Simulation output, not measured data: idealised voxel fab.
Name of the process module below: voxel capacitor over wiring
In the cross-section labelled cut, the width is 200 nm and each square cell is 5 nm.
Throughout this document, each cross-section is represented as a grid of square cells and is presented as a sequence of bands enumerated from the top downward, where a band comprises one or more rows of cells.
Band: top height; bottom height; in nm. Then, left to right: material with width in nm, for each material. "throughout": a single material spanning edge to edge. "blank": empty space.
Counting heights begins at 0, where everything beneath is, in the wafer as received, one material. The lowest band has no bottom; it goes on downwards, as "0..down" shows.
The width entry "30->40" should be interpreted row by row: the top row of cells in the band takes the first number, the bottom row takes the second number, and the change between adjacent rows is uniform throughout.
What does "no alteration" mean for a step? It means no cell of the cross-section changed in that step.
"Completely sealed voids": empty spaces of 8 cells or more with no open way to the top, each given as width x height at distance, distance from the left edge, all in nm.
Where a step's line continues beyond its settings, the continuation is a remark by the simulator itself on that step.
The line of a step may include "overlay nm". On a step with a mask, this value is how far to the right of its planned place the mask lay. A negative value means the mask lay to the left.

**So here's the lineup of process steps we planned**
1,RECEIVE [material Si]
2,CONFORMAL_DEP [material SiO2] [thk nm 15]
3,DIRECTIONAL_DEP [material TiN] [thk nm 5]
4,DIRECTIONAL_DEP [material Ru] [thk nm 25]
5,PATTERN [tone cover] [mask id METAL_1] [material resist] [width nm 25] [pitch nm 85] [thk nm 20] [overlay nm 0]
6,DIRECTIONAL_ETCH [etch materials Ru] [depth nm 25]
7,DIRECTIONAL_ETCH [etch materials TiN] [depth nm 5]
8,STRIP [etch materials resist]
9,FILL_DEP [material SiO2] [thk nm 10]
10,CMP [height nm 45]
11,CONFORMAL_DEP [material SiCN] [thk nm 5]
12,DIRECTIONAL_DEP [material lowk] [thk nm 20]
13,MASKED_ETCH [tone open] [mask id PLUG_1] [width nm 15] [etch materials lowk] [depth nm 20] [overlay nm 0]
14,MASKED_ETCH [tone open] [mask id PLUG_1] [width nm 15] [etch materials SiCN] [depth nm 5] [overlay nm 0]
15,EPI [material Ru] [thk nm 10]
16,EPI [material Ru] [thk nm 10]
17,EPI [material Ru] [thk nm 5]
18,DIRECTIONAL_DEP [material TiN] [thk nm 10]
19,DIRECTIONAL_DEP [material HfO2] [thk nm 5]
20,DIRECTIONAL_DEP [material TiN] [thk nm 10]
21,DIRECTIONAL_DEP [material aC] [thk nm 10]
22,PATTERN [tone cover] [mask id UPPER_PLATE] [material resist] [width nm 65] [thk nm 30] [overlay nm 0]
23,DIRECTIONAL_ETCH [etch materials aC] [depth nm 10]
24,STRIP [etch materials resist]
25,DIRECTIONAL_ETCH [etch materials TiN] [depth nm 10]
26,DIRECTIONAL_ETCH [etch materials HfO2] [depth nm 5]
27,STRIP [etch materials aC]
28,DIRECTIONAL_DEP [material aC] [thk nm 15]
29,PATTERN [tone cover] [mask id LOWER_PLATE] [material resist] [width nm 75] [thk nm 35] [overlay nm 0]
30,DIRECTIONAL_ETCH [etch materials aC] [depth nm 15]
31,STRIP [etch materials resist]
32,DIRECTIONAL_ETCH [etch materials TiN] [depth nm 10]
33,STRIP [etch materials aC]
34,FILL_DEP [material SiO2] [thk nm 20]
35,CMP [height nm 110]
36,PATTERN [tone open] [mask id PLUG_2] [material resist] [width nm 15] [thk nm 15] [overlay nm 0]
37,DIRECTIONAL_ETCH [etch materials SiO2] [depth nm 15]
38,STRIP [etch materials resist]
39,CONFORMAL_DEP [material TiN] [thk nm 5]
40,FILL_DEP [material Ru] [thk nm 10]
41,CMP [height nm 110]
42,CONFORMAL_DEP [material SiN] [thk nm 5]

**Delivered wafer in cross-section: state after step 1**
	0..down: Si throughout
	Completely sealed voids: none

**Wafer at module end, in section. Began as above, planned as above, run with one mistake**
	115..110: SiN throughout
	110..105: SiO2 55; HfO2 65; SiO2 80
	105..95: SiO2 50; TiN 75; SiO2 75
	95..70: Ru throughout
	70..50: TiN throughout
	50..45: SiCN throughout
	45..20: SiO2 45; Ru 25; SiO2 60; Ru 25; SiO2 45
	20..15: SiO2 45; TiN 25; SiO2 60; TiN 25; SiO2 45
	15..0: SiO2 throughout
	0..down: Si throughout
	Completely sealed voids: none
what went wrong: step 12 ran differently from the plan; actual operation with settings: DIRECTIONAL_DEP [material TiN] [thk nm 20]
